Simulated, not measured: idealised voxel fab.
This section sets out a process module, namely voxel double patterning.
Section cut is 290 nm wide and gridded with 5 nm square cells.
A cross-section in this document is a grid of square cells, and it is written down as bands, the top band listed before the ones below it; a band is made up of one or more rows of cells.
Top height, bottom height, nm. Materials left to right, width each, nm. Single material + "everywhere" = fills band edge to edge. "empty" = empty.
Height 0 is the level under which the wafer as received is all one material. The lowest band goes on downwards, as in "0 -> down".
When a width is written as two numbers, as in "30..40", the first number is the width in the top row of cells of the band and the second is the width in its bottom row, and the width changes by the same amount from each row to the next.
Any step labelled "same as before" changed none of the cells in the cross-section.
If an empty space has no open way to the top and is at least 8 cells in size, "Unvented cavities" lists it, written width x height at distance, where distance is measured from the left edge and every value is in nm.
Formally, on a step line, whatever follows the settings is a remark that the simulator itself makes on the step.
"overlay nm" on a masked step: distance the mask lay right of its planned place, negative for left.
Set out below are the planned steps of the process
- 1: RECEIVE with material Si
- 2: CONFORMAL_DEP with material SiO2, thk nm 5
- 3: DIRECTIONAL_DEP with material TiN, thk nm 10
- 4: DIRECTIONAL_DEP with material SiCN, thk nm 5
- 5: MASKED_ETCH with tone open, mask id FIRST, width nm 15, pitch nm 50, etch materials SiCN, depth nm 5, overlay nm 0
- 6: MASKED_ETCH with tone open, mask id SECOND, width nm 15, pitch nm 50, etch materials SiCN, depth nm 5, overlay nm 0
- 7: DIRECTIONAL_ETCH with etch materials TiN, depth nm 10
- 8: STRIP with etch materials SiCN
Wafer cross-section on receipt, i.e. after step 1
- 0 -> down | Si everywhere
- Unvented cavities: none
Cross-section taken at module completion on the first of two wafers; processed per the plan
- 15 -> 5 | TiN 85 | empty 15 | TiN 10 | empty 15 | TiN 10 | empty 15 | TiN 10 | empty 15 | TiN 10 | empty 15 | TiN 90
- 5 -> 0 | SiO2 everywhere
- 0 -> down | Si everywhere
- Unvented cavities: none
This cross-section belongs to the second wafer of two at the end of the module; the start and the plan were shared with the first, and the run included one mistake
- 10 -> 0 | TiN 85 | empty 15 | TiN 10 | empty 15 | TiN 10 | empty 15 | TiN 10 | empty 15 | TiN 10 | empty 15 | TiN 90
- 0 -> down | Si everywhere
- Unvented cavities: none
what went wrong: step 2 of the plan was jumped over and never run
Materials where the second wafer ends with more or fewer cells than the first: 58 fewer of SiO2
